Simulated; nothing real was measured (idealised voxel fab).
Title: Process Module voxel tone inversion
cross-section cut | 220 nm wide | cells 5 nm
When this document writes out a cross-section, it uses a grid of square cells and lists it as bands, beginning at the top and moving down, with a band standing for one or more rows of cells.
Read a band's entry like this: the first values are the height of its top and the height of its bottom in nm, and what follows is the sequence of materials from left to right, each with its width in nm. Note that "blank" is empty space, and that a single material marked "full width" reaches across the band from edge to edge.
Heights from 0 (as-received wafer is one material below). Bottom band endless downward, as "from 0 down".
Top row gets the first number, bottom row gets the second, and each row in between changes by the same step: that is how a band width like "30..40" works.
Any step labelled "nothing altered" changed none of the cells in the cross-section.
Closed empty spaces (no open way to the top) of 8 cells or more are what "Fully enclosed voids" lists, each as width x height at distance from the left edge, nm for all three.
It should be noted that, on the line of a given step, the content following the step's settings is a remark produced by the simulator itself with respect to that step.
Each step line may optionally specify "overlay nm", which for a step with a mask gives the rightward distance between the mask's planned place and where it lay, a negative value indicating the leftward direction.

# The planned process steps are enumerated hereunder
1: RECEIVE: material Si
2: CONFORMAL_DEP: material SiN, thk nm 5
3: DIRECTIONAL_DEP: material polySi, thk nm 15
4: PATTERN: tone cover, mask id POSTS, material resist, width nm 15, pitch nm 40, thk nm 25, overlay nm 0
5: DIRECTIONAL_ETCH: etch materials polySi, depth nm 15
6: STRIP: etch materials resist
7: FILL_DEP: material lowk, thk nm 10
8: CMP: height nm 20
9: STRIP: etch materials polySi
Same starting wafers, different width nm at step 4. Plan value belongs to the first wafer.

# Cross-sectional view of the first of several wafers in the as-received condition, corresponding to the state following step 1
from 0 down: Si full width
Fully enclosed voids: none

# End of the module, past its last step, step 9: how the first of several wafers looks in cross-section
from 20 to 5: 65 lowk; 15 blank; 25 lowk; 15 blank; 25 lowk; 15 blank; 60 lowk
from 5 to 0: SiN full width
from 0 down: Si full width
Fully enclosed voids: none

# The last wafer as seen in cross-section at the end of the module
from 20 to 5: 60 lowk; 25 blank; 15 lowk; 25 blank; 15 lowk; 25 blank; 55 lowk
from 5 to 0: SiN full width
from 0 down: Si full width
Fully enclosed voids: none

# Every row in this table is a wafer at the end of the module, and it gives, for each of the materials, the cells that wafer has gained (+) or lost (-) since it was received, then its closed voids
width nm 15 | +44 SiN | +105 lowk | Fully enclosed voids: none
width nm 20 | +44 SiN | +96 lowk | Fully enclosed voids: none
width nm 25 | +44 SiN | +87 lowk | Fully enclosed voids: none
